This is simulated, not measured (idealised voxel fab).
Process module, titled voxel ribs on slabs
For reference, the cross-section in this document is cut, with width 300 nm and square cells of 5 nm.
Just so we're on the same page, the cross-sections are grids of square cells, and they're listed out in bands top to bottom, each band one or more rows deep. In this notation a band is specified by the heights of its top and bottom, in that order and in nm, after which its materials appear from left to right, each paired with its width in nm. The word "throughout" attached to a single material means that material fills the band from edge to edge; the word "blank" stands for empty space. Beneath 0, the wafer as received is one material, and that level is where height counting begins. The lowest band goes on downward without a bottom; it is written like "0 -> down". Width spec "30 to 40" -> top row of cells at first value, bottom row at second value, equal per-row change in between. Key: "stayed the same" - step with no changed cell in the cross-section. This entry, "Enclosed void entries", enumerates those empty regions of no fewer than 8 cells that possess no open connection to the top. Each region is reported in the form width x height at distance, the distance being taken from the left edge, with all three quantities expressed in nm. That trailing text on a step's line, after the settings, is the simulator's own remark on the step. overlay nm: for a step with a mask, the amount by which the mask lay right of where it was planned; a negative amount means left of it.
-- The process steps that were planned are listed below
1: RECEIVE (material Si)
2: DIRECTIONAL_DEP (material SiO2; thk nm 30)
3: DIRECTIONAL_DEP (material SiN; thk nm 25)
4: MASKED_ETCH (tone cover; mask id RIB; width nm 20; etch materials SiN; depth nm 20; overlay nm 0)
5: MASKED_ETCH (tone cover; mask id SLAB; width nm 60; etch materials SiN; depth nm 5; overlay nm 0)
6: FILL_DEP (material SiO2; thk nm 25)
7: CMP (height nm 75)
8: DIRECTIONAL_DEP (material W; thk nm 5)
9: MASKED_ETCH (tone cover; mask id HEATER; width nm 30; etch materials W; depth nm 5; overlay nm 0)
10: CONFORMAL_DEP (material SiO2; thk nm 5)
-- The first of the two wafers, which ran as planned
-- Cross-section of the incoming wafer, state after step 1
    0 -> down | Si throughout
    Enclosed void entries: none
-- after step 2
    30 -> 0 | SiO2 throughout
    Under 0: no change, same as before.
-- after step 3
    55 -> 30 | SiN throughout
    Under 30: no change, same as before.
-- after step 4
    55 -> 35 | blank=140 / SiN=20 / blank=140
    Under 35: no change, same as before.
-- after step 5
    55 -> 35 | blank=140 / SiN=20 / blank=140
    35 -> 30 | blank=120 / SiN=60 / blank=120
    Under 30: no change, same as before.
-- after step 6
    80 -> 55 | SiO2 throughout
    55 -> 35 | SiO2=140 / SiN=20 / SiO2=140
    35 -> 30 | SiO2=120 / SiN=60 / SiO2=120
    Under 30: no change, same as before.
-- after step 7
    75 -> 55 | SiO2 throughout
    Under 55: no change, same as before.
-- after step 8
    80 -> 75 | W throughout
    Under 75: no change, same as before.
-- after step 9
    80 -> 75 | blank=135 / W=30 / blank=135
    Under 75: no change, same as before.
-- after step 10
    85 -> 80 | blank=130 / SiO2=40 / blank=130
    80 -> 75 | SiO2=135 / W=30 / SiO2=135
    Under 75: no change, same as before.
-- Second wafer, same starting conditions and recipe as the first, one mistake in executing it, nothing differs from the first up to and including step 1
-- Look at the second wafer in cross-section at the time step 2 ought to have finished
    60 -> 0 | SiO2 throughout
    Under 0: no change, same as before.
-- Look at the second wafer in cross-section at the time step 3 ought to have finished
    85 -> 60 | SiN throughout
    Under 60: no change, same as before.
-- Look at the second wafer in cross-section at the time step 4 ought to have finished
    85 -> 65 | blank=140 / SiN=20 / blank=140
    Under 65: no change, same as before.
-- Look at the second wafer in cross-section at the time step 5 ought to have finished
    85 -> 65 | blank=140 / SiN=20 / blank=140
    65 -> 60 | blank=120 / SiN=60 / blank=120
    Under 60: no change, same as before.
-- Look at the second wafer in cross-section at the time step 6 ought to have finished
    110 -> 85 | SiO2 throughout
    85 -> 65 | SiO2=140 / SiN=20 / SiO2=140
    65 -> 60 | SiO2=120 / SiN=60 / SiO2=120
    Under 60: no change, same as before.
-- Look at the second wafer in cross-section at the time step 7 ought to have finished
    75 -> 65 | SiO2=140 / SiN=20 / SiO2=140
    Under 65: no change, same as before.
-- Look at the second wafer in cross-section at the time step 8 ought to have finished
    80 -> 75 | W throughout
    Under 75: no change, same as before.
-- Look at the second wafer in cross-section at the time step 9 ought to have finished
    80 -> 75 | blank=135 / W=30 / blank=135
    Under 75: no change, same as before.
-- Look at the second wafer in cross-section at the time step 10 ought to have finished
    85 -> 80 | blank=130 / SiO2=40 / blank=130
    80 -> 75 | SiO2=135 / W=30 / SiO2=135
    Under 75: no change, same as before.
Where did the run depart from the plan? step 2 of the plan was twice carried out
Bottom line after processing is that, in cells, the second wafer is up or down on some materials versus the first: SiN -8; SiO2 +8
